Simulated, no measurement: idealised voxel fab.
process module | voxel fin reveal
cross-section cut | 255 nm wide | cells 5 nm
A cross-section is a grid of square cells, given in bands from the top down. A band is one or more rows of cells.
Each band's line starts with the height of the band's top and of its bottom, in nm. Then come its materials from left to right, each with its width in nm. One material with "throughout" fills the band from edge to edge. "air" is empty space.
Height 0 is the level under which the wafer as received is all one material. The lowest band goes on downwards, as in "0 down".
A width such as "30 to 40" changes by the same amount from each row of cells to the next, from the band's top row to its bottom row.
"no change" after a step means that no cell of the cross-section changed.
closed voids: empty space of 8 cells or more with no open way to the top, each as width x height at its distance from the left edge, in nm
after a step's settings: what the simulator itself notes on the step
overlay nm, on a step with a mask: how far to the right of its planned place the mask lay; to the left if negative
plan
1 op RECEIVE | material Si
2 op CONFORMAL_DEP | material SiN | thk nm 5
3 op PATTERN | tone cover | mask id FINS | material resist | width nm 15 | pitch nm 45 | thk nm 15 | overlay nm -15
4 op DIRECTIONAL_ETCH | etch materials SiN | depth nm 5
5 op DIRECTIONAL_ETCH | etch materials Si | depth nm 30
6 op STRIP | etch materials resist
7 op FILL_DEP | material SiO2 | thk nm 5
8 op CMP | height nm 5
9 op SELECTIVE_ETCH | etch materials SiO2 | depth nm 15
10 op STRIP | etch materials SiN
varied across the wafers: overlay nm of step 3. The plan shows the first wafer's value. All wafers start alike
first wafer as received, after step 1
  0 down: Si throughout
  closed voids: none
first wafer at the end, after step 10
  0 to -10: air 35 | Si 15 | air 30 | Si 15 | air 30 | Si 15 | air 30 | Si 15 | air 70
  -10 to -30: SiO2 35 | Si 15 | SiO2 30 | Si 15 | SiO2 30 | Si 15 | SiO2 30 | Si 15 | SiO2 70
  -30 down: Si throughout
  closed voids: none
last wafer at the end
  0 to -10: air 65 | Si 15 | air 30 | Si 15 | air 30 | Si 15 | air 30 | Si 15 | air 40
  -10 to -30: SiO2 65 | Si 15 | SiO2 30 | Si 15 | SiO2 30 | Si 15 | SiO2 30 | Si 15 | SiO2 40
  -30 down: Si throughout
  closed voids: none
each wafer at the end: cells of each material gained (+) or lost (-) since it was received, then its closed voids
overlay nm -15 | -234 Si | +156 SiO2 | closed voids: none
overlay nm -10 | -234 Si | +156 SiO2 | closed voids: none
overlay nm -5 | -234 Si | +156 SiO2 | closed voids: none
overlay nm 0 | -234 Si | +156 SiO2 | closed voids: none
overlay nm 5 | -234 Si | +156 SiO2 | closed voids: none
overlay nm 10 | -234 Si | +156 SiO2 | closed voids: none
overlay nm 15 | -234 Si | +156 SiO2 | closed voids: none
